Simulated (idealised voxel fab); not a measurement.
This section sets out a process module, namely voxel self aligned vias.
FYI the section here is cut, 245 nm wide, cells are 5 nm squares.
A cross-section in this document is a grid of square cells, and it is written down as bands, the top band listed before the ones below it; a band is made up of one or more rows of cells.
Within each band entry, the heights of the top and of the bottom of the band appear first, in that order and in nm; the materials of the band then follow from left to right, each with its corresponding width in nm. The designation "edge to edge" on a single material indicates that it fills the band from edge to edge; the designation "blank" indicates empty space.
Basically, 0 is our baseline, since under it the wafer straight out of the box is all one material. The bottom band has no lower end and keeps on going down, so it looks like "0..down".
Note: "30->40" means the width goes from the first number (top row of the band) to the second number (bottom row) in equal steps per row of cells.
Any step labelled "remained unchanged" changed none of the cells in the cross-section.
What "Closed void catalog" gives you is every empty space of 8 cells or more that is cut off from the top. Each appears as width x height at distance, with the distance taken from the left edge and width, height and distance all in nm.
Formally, on a step line, whatever follows the settings is a remark that the simulator itself makes on the step.
overlay nm: on a step with a mask, how far right of its planned place the mask lay; negative means left.

The following list gives the planned process steps
| 1 | RECEIVE,material Si |
| 2 | CONFORMAL_DEP,material SiO2,thk nm 15 |
| 3 | CONFORMAL_DEP,material SiCN,thk nm 5 |
| 4 | DIRECTIONAL_DEP,material lowk,thk nm 25 |
| 5 | DIRECTIONAL_DEP,material aC,thk nm 15 |
| 6 | PATTERN,tone open,mask id LINES,material resist,width nm 20,pitch nm 70,thk nm 30,overlay nm 0 |
| 7 | DIRECTIONAL_ETCH,etch materials aC,depth nm 15 |
| 8 | STRIP,etch materials resist |
| 9 | DIRECTIONAL_ETCH,etch materials lowk,depth nm 25 |
| 10 | STRIP,etch materials aC |
| 11 | CONFORMAL_DEP,material TiN,thk nm 5 |
| 12 | FILL_DEP,material W,thk nm 10 |
| 13 | CMP,height nm 45 |
| 14 | SELECTIVE_ETCH,etch materials W Ru TiN,depth nm 10 |
| 15 | FILL_DEP,material SiN,thk nm 5 |
| 16 | CMP,height nm 45 |
| 17 | DIRECTIONAL_DEP,material lowk,thk nm 20 |
| 18 | DIRECTIONAL_DEP,material aC,thk nm 15 |
| 19 | PATTERN,tone open,mask id VIAS,material resist,width nm 40,pitch nm 70,thk nm 35,overlay nm 0 |
| 20 | DIRECTIONAL_ETCH,etch materials aC,depth nm 15 |
| 21 | STRIP,etch materials resist |
| 22 | DIRECTIONAL_ETCH,etch materials lowk,depth nm 20 |
| 23 | DIRECTIONAL_ETCH,etch materials SiN,depth nm 10 |
| 24 | STRIP,etch materials aC |
| 25 | CONFORMAL_DEP,material TiN,thk nm 5 |
| 26 | FILL_DEP,material Cu,thk nm 5 |
| 27 | CMP,height nm 65 |
| 28 | CONFORMAL_DEP,material SiCN,thk nm 5 |

First of two wafers, with the run carried out as planned

Incoming wafer, cross-sectional view, post step 1
0..down: Si edge to edge
Closed void catalog: none

Cross-section of the wafer subsequent to step 2
15..0: SiO2 edge to edge
Anything lower than 0 is untouched.

Cross-section of the wafer subsequent to step 3
20..15: SiCN edge to edge
Anything lower than 15 is untouched.

Cross-section of the wafer subsequent to step 4
45..20: lowk edge to edge
Anything lower than 20 is untouched.

Cross-section of the wafer subsequent to step 5
60..45: aC edge to edge
Anything lower than 45 is untouched.

Cross-section of the wafer subsequent to step 6
90..60: resist=40  blank=20  resist=50  blank=20  resist=50  blank=20  resist=45
Anything lower than 60 is untouched.

Cross-section of the wafer subsequent to step 7
75..60: resist=40  blank=20  resist=50  blank=20  resist=50  blank=20  resist=45
60..45: aC=40  blank=20  aC=50  blank=20  aC=50  blank=20  aC=45
Anything lower than 45 is untouched.

Cross-section of the wafer subsequent to step 8
60..45: aC=40  blank=20  aC=50  blank=20  aC=50  blank=20  aC=45
Anything lower than 45 is untouched.

Cross-section of the wafer subsequent to step 9
60..45: aC=40  blank=20  aC=50  blank=20  aC=50  blank=20  aC=45
45..20: lowk=40  blank=20  lowk=50  blank=20  lowk=50  blank=20  lowk=45
Anything lower than 20 is untouched.

Cross-section of the wafer subsequent to step 10
45..20: lowk=40  blank=20  lowk=50  blank=20  lowk=50  blank=20  lowk=45
Anything lower than 20 is untouched.

Cross-section of the wafer subsequent to step 11
50..45: TiN=45  blank=10  TiN=60  blank=10  TiN=60  blank=10  TiN=50
45..25: lowk=40  TiN=5  blank=10  TiN=5  lowk=50  TiN=5  blank=10  TiN=5  lowk=50  TiN=5  blank=10  TiN=5  lowk=45
25..20: lowk=40  TiN=20  lowk=50  TiN=20  lowk=50  TiN=20  lowk=45
Anything lower than 20 is untouched.

Cross-section of the wafer subsequent to step 12
60..50: W edge to edge
50..45: TiN=45  W=10  TiN=60  W=10  TiN=60  W=10  TiN=50
45..25: lowk=40  TiN=5  W=10  TiN=5  lowk=50  TiN=5  W=10  TiN=5  lowk=50  TiN=5  W=10  TiN=5  lowk=45
Anything lower than 25 is untouched.

Cross-section of the wafer subsequent to step 13
45..25: lowk=40  TiN=5  W=10  TiN=5  lowk=50  TiN=5  W=10  TiN=5  lowk=50  TiN=5  W=10  TiN=5  lowk=45
Anything lower than 25 is untouched.

Cross-section of the wafer subsequent to step 14
45..35: lowk=40  blank=20  lowk=50  blank=20  lowk=50  blank=20  lowk=45
Anything lower than 35 is untouched.

Cross-section of the wafer subsequent to step 15
50..45: SiN edge to edge
45..35: lowk=40  SiN=20  lowk=50  SiN=20  lowk=50  SiN=20  lowk=45
Anything lower than 35 is untouched.

Cross-section of the wafer subsequent to step 16
45..35: lowk=40  SiN=20  lowk=50  SiN=20  lowk=50  SiN=20  lowk=45
Anything lower than 35 is untouched.

Cross-section of the wafer subsequent to step 17
65..45: lowk edge to edge
Anything lower than 45 is untouched.

Cross-section of the wafer subsequent to step 18
80..65: aC edge to edge
Anything lower than 65 is untouched.

Cross-section of the wafer subsequent to step 19
115..80: resist=30  blank=40  resist=30  blank=40  resist=30  blank=40  resist=35
Anything lower than 80 is untouched.

Cross-section of the wafer subsequent to step 20
100..80: resist=30  blank=40  resist=30  blank=40  resist=30  blank=40  resist=35
80..65: aC=30  blank=40  aC=30  blank=40  aC=30  blank=40  aC=35
Anything lower than 65 is untouched.

Cross-section of the wafer subsequent to step 21
80..65: aC=30  blank=40  aC=30  blank=40  aC=30  blank=40  aC=35
Anything lower than 65 is untouched.

Cross-section of the wafer subsequent to step 22
80..65: aC=30  blank=40  aC=30  blank=40  aC=30  blank=40  aC=35
65..45: lowk=30  blank=40  lowk=30  blank=40  lowk=30  blank=40  lowk=35
Anything lower than 45 is untouched.

Cross-section of the wafer subsequent to step 23
80..65: aC=30  blank=40  aC=30  blank=40  aC=30  blank=40  aC=35
65..45: lowk=30  blank=40  lowk=30  blank=40  lowk=30  blank=40  lowk=35
45..35: lowk=40  blank=20  lowk=50  blank=20  lowk=50  blank=20  lowk=45
Anything lower than 35 is untouched.

Cross-section of the wafer subsequent to step 24
65..45: lowk=30  blank=40  lowk=30  blank=40  lowk=30  blank=40  lowk=35
Anything lower than 45 is untouched.

Cross-section of the wafer subsequent to step 25
70..65: TiN=35  blank=30  TiN=40  blank=30  TiN=40  blank=30  TiN=40
65..50: lowk=30  TiN=5  blank=30  TiN=5  lowk=30  TiN=5  blank=30  TiN=5  lowk=30  TiN=5  blank=30  TiN=5  lowk=35
50..40: lowk=30->40  TiN=15->5  blank=10  TiN=15->5  lowk=30->50  TiN=15->5  blank=10  TiN=15->5  lowk=30->50  TiN=15->5  blank=10  TiN=15->5  lowk=35->45
40..35: lowk=40  TiN=20  lowk=50  TiN=20  lowk=50  TiN=20  lowk=45
Anything lower than 35 is untouched.

Cross-section of the wafer subsequent to step 26
75..70: Cu edge to edge
70..65: TiN=35  Cu=30  TiN=40  Cu=30  TiN=40  Cu=30  TiN=40
65..50: lowk=30  TiN=5  Cu=30  TiN=5  lowk=30  TiN=5  Cu=30  TiN=5  lowk=30  TiN=5  Cu=30  TiN=5  lowk=35
50..40: lowk=30->40  TiN=15->5  Cu=10  TiN=15->5  lowk=30->50  TiN=15->5  Cu=10  TiN=15->5  lowk=30->50  TiN=15->5  Cu=10  TiN=15->5  lowk=35->45
Anything lower than 40 is untouched.

Cross-section of the wafer subsequent to step 27
65..50: lowk=30  TiN=5  Cu=30  TiN=5  lowk=30  TiN=5  Cu=30  TiN=5  lowk=30  TiN=5  Cu=30  TiN=5  lowk=35
Anything lower than 50 is untouched.

Cross-section of the wafer subsequent to step 28
70..65: SiCN edge to edge
Anything lower than 65 is untouched.

Here the second wafer is described. Its start and its plan were those of the first wafer. Its run contained one mistake. Up to and including step 2, it did exactly what the first wafer did

Second wafer, cross-section, planned end of step 3: remained unchanged

Second wafer, cross-section, planned end of step 4
40..15: lowk edge to edge
Anything lower than 15 is untouched.

Second wafer, cross-section, planned end of step 5
55..40: aC edge to edge
Anything lower than 40 is untouched.

Second wafer, cross-section, planned end of step 6
85..55: resist=40  blank=20  resist=50  blank=20  resist=50  blank=20  resist=45
Anything lower than 55 is untouched.

Second wafer, cross-section, planned end of step 7
70..55: resist=40  blank=20  resist=50  blank=20  resist=50  blank=20  resist=45
55..40: aC=40  blank=20  aC=50  blank=20  aC=50  blank=20  aC=45
Anything lower than 40 is untouched.

Second wafer, cross-section, planned end of step 8
55..40: aC=40  blank=20  aC=50  blank=20  aC=50  blank=20  aC=45
Anything lower than 40 is untouched.

Second wafer, cross-section, planned end of step 9
55..40: aC=40  blank=20  aC=50  blank=20  aC=50  blank=20  aC=45
40..15: lowk=40  blank=20  lowk=50  blank=20  lowk=50  blank=20  lowk=45
Anything lower than 15 is untouched.

Second wafer, cross-section, planned end of step 10
40..15: lowk=40  blank=20  lowk=50  blank=20  lowk=50  blank=20  lowk=45
Anything lower than 15 is untouched.

Second wafer, cross-section, planned end of step 11
45..40: TiN=45  blank=10  TiN=60  blank=10  TiN=60  blank=10  TiN=50
40..20: lowk=40  TiN=5  blank=10  TiN=5  lowk=50  TiN=5  blank=10  TiN=5  lowk=50  TiN=5  blank=10  TiN=5  lowk=45
20..15: lowk=40  TiN=20  lowk=50  TiN=20  lowk=50  TiN=20  lowk=45
Anything lower than 15 is untouched.

Second wafer, cross-section, planned end of step 12
55..45: W edge to edge
45..40: TiN=45  W=10  TiN=60  W=10  TiN=60  W=10  TiN=50
40..20: lowk=40  TiN=5  W=10  TiN=5  lowk=50  TiN=5  W=10  TiN=5  lowk=50  TiN=5  W=10  TiN=5  lowk=45
Anything lower than 20 is untouched.

Second wafer, cross-section, planned end of step 13
45..40: TiN=45  W=10  TiN=60  W=10  TiN=60  W=10  TiN=50
Anything lower than 40 is untouched.

Second wafer, cross-section, planned end of step 14
40..35: lowk=40  blank=20  lowk=50  blank=20  lowk=50  blank=20  lowk=45
Anything lower than 35 is untouched.

Second wafer, cross-section, planned end of step 15
45..40: SiN edge to edge
40..35: lowk=40  SiN=20  lowk=50  SiN=20  lowk=50  SiN=20  lowk=45
Anything lower than 35 is untouched.

Second wafer, cross-section, planned end of step 16: remained unchanged

Second wafer, cross-section, planned end of step 17
65..45: lowk edge to edge
Anything lower than 45 is untouched.

Second wafer, cross-section, planned end of step 18
80..65: aC edge to edge
Anything lower than 65 is untouched.

Second wafer, cross-section, planned end of step 19
115..80: resist=30  blank=40  resist=30  blank=40  resist=30  blank=40  resist=35
Anything lower than 80 is untouched.

Second wafer, cross-section, planned end of step 20
100..80: resist=30  blank=40  resist=30  blank=40  resist=30  blank=40  resist=35
80..65: aC=30  blank=40  aC=30  blank=40  aC=30  blank=40  aC=35
Anything lower than 65 is untouched.

Second wafer, cross-section, planned end of step 21
80..65: aC=30  blank=40  aC=30  blank=40  aC=30  blank=40  aC=35
Anything lower than 65 is untouched.

Second wafer, cross-section, planned end of step 22
80..65: aC=30  blank=40  aC=30  blank=40  aC=30  blank=40  aC=35
65..45: lowk=30  blank=40  lowk=30  blank=40  lowk=30  blank=40  lowk=35
Anything lower than 45 is untouched.

Second wafer, cross-section, planned end of step 23
80..65: aC=30  blank=40  aC=30  blank=40  aC=30  blank=40  aC=35
65..45: lowk=30  blank=40  lowk=30  blank=40  lowk=30  blank=40  lowk=35
45..40: SiN=30  blank=40  SiN=30  blank=40  SiN=30  blank=40  SiN=35
40..35: lowk=40  blank=20  lowk=50  blank=20  lowk=50  blank=20  lowk=45
Anything lower than 35 is untouched.

Second wafer, cross-section, planned end of step 24
65..45: lowk=30  blank=40  lowk=30  blank=40  lowk=30  blank=40  lowk=35
Anything lower than 45 is untouched.

Second wafer, cross-section, planned end of step 25
70..65: TiN=35  blank=30  TiN=40  blank=30  TiN=40  blank=30  TiN=40
65..45: lowk=30  TiN=5  blank=30  TiN=5  lowk=30  TiN=5  blank=30  TiN=5  lowk=30  TiN=5  blank=30  TiN=5  lowk=35
45..40: SiN=30  TiN=15  blank=10  TiN=15  SiN=30  TiN=15  blank=10  TiN=15  SiN=30  TiN=15  blank=10  TiN=15  SiN=35
40..35: lowk=40  TiN=20  lowk=50  TiN=20  lowk=50  TiN=20  lowk=45
Anything lower than 35 is untouched.

Second wafer, cross-section, planned end of step 26
75..70: Cu edge to edge
70..65: TiN=35  Cu=30  TiN=40  Cu=30  TiN=40  Cu=30  TiN=40
65..45: lowk=30  TiN=5  Cu=30  TiN=5  lowk=30  TiN=5  Cu=30  TiN=5  lowk=30  TiN=5  Cu=30  TiN=5  lowk=35
45..40: SiN=30  TiN=15  Cu=10  TiN=15  SiN=30  TiN=15  Cu=10  TiN=15  SiN=30  TiN=15  Cu=10  TiN=15  SiN=35
Anything lower than 40 is untouched.

Second wafer, cross-section, planned end of step 27
65..45: lowk=30  TiN=5  Cu=30  TiN=5  lowk=30  TiN=5  Cu=30  TiN=5  lowk=30  TiN=5  Cu=30  TiN=5  lowk=35
Anything lower than 45 is untouched.

Second wafer, cross-section, planned end of step 28
70..65: SiCN edge to edge
Anything lower than 65 is untouched.
Want to know what went wrong? step 3 from the plan never happened, it was just skipped
Count the cells at the end and the second wafer has more or fewer of some materials than the first: Cu: 12 more | SiCN: 49 fewer | SiN: 25 more | TiN: 6 more | W: 6 more
